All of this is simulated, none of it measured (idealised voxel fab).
The process module presented herein is designated voxel ribs on slabs.
Shown is cross-section cut, with a width of 260 nm and square cells of size 5 nm.
Heads up, the way a cross-section reads in here is a grid of square cells, handed over as bands from the top down, with every band being one or more rows of cells.
Each band's line starts with the height of the band's top and of its bottom, in nm. Then come its materials from left to right, each with its width in nm. One material with "everywhere" fills the band from edge to edge. "blank" is empty space.
Height datum 0, below which the as-received substrate wafer is one material. Lowest band open at the bottom, running downward: "0 nm and below".
Note: "30..40" means the width goes from the first number (top row of the band) to the second number (bottom row) in equal steps per row of cells.
Step note "no change occurred" = no cross-section cell changed.
"Unvented voids" lists enclosed empty spaces (at least 8 cells, no open path upward to the top), each as width x height at distance from the left edge, in nm.
Whatever follows a step's settings on its line is a remark the simulator itself makes about that step.
overlay nm: step with mask; distance mask lay right of planned place; negative value = left of planned place.
## plan
- 1: RECEIVE [material Si]
- 2: DIRECTIONAL_DEP [material SiO2] [thk nm 20]
- 3: DIRECTIONAL_DEP [material polySi] [thk nm 15]
- 4: DIRECTIONAL_DEP [material aC] [thk nm 15]
- 5: PATTERN [tone cover] [mask id RIB] [material resist] [width nm 20] [thk nm 30] [overlay nm 0]
- 6: DIRECTIONAL_ETCH [etch materials aC] [depth nm 15]
- 7: STRIP [etch materials resist]
- 8: DIRECTIONAL_ETCH [etch materials polySi] [depth nm 5]
- 9: STRIP [etch materials aC]
- 10: DIRECTIONAL_DEP [material aC] [thk nm 15]
- 11: PATTERN [tone cover] [mask id SLAB] [material resist] [width nm 60] [thk nm 30] [overlay nm 0]
- 12: DIRECTIONAL_ETCH [etch materials aC] [depth nm 15]
- 13: STRIP [etch materials resist]
- 14: DIRECTIONAL_ETCH [etch materials polySi] [depth nm 10]
- 15: STRIP [etch materials aC]
- 16: FILL_DEP [material SiO2] [thk nm 25]
- 17: CMP [height nm 55]
- 18: DIRECTIONAL_DEP [material W] [thk nm 10]
- 19: MASKED_ETCH [tone cover] [mask id HEATER] [width nm 30] [etch materials W] [depth nm 10] [overlay nm 0]
- 20: CONFORMAL_DEP [material SiO2] [thk nm 5]
## Wafer at receipt (post step 1), cross-section
	0 nm and below = Si everywhere
	Unvented voids: none
## Wafer cross-section at end of module: start and plan as shown above, one execution error
	70 nm to 65 nm = blank=110, then SiO2=40, then blank=110
	65 nm to 60 nm = blank=110, then SiO2=5, then W=30, then SiO2=5, then blank=110
	60 nm to 55 nm = SiO2=115, then W=30, then SiO2=115
	55 nm to 15 nm = SiO2 everywhere
	15 nm to 0 nm = polySi everywhere
	0 nm and below = Si everywhere
	Unvented voids: none
Plan not followed: plan vs actual: 2 and 3 interchanged
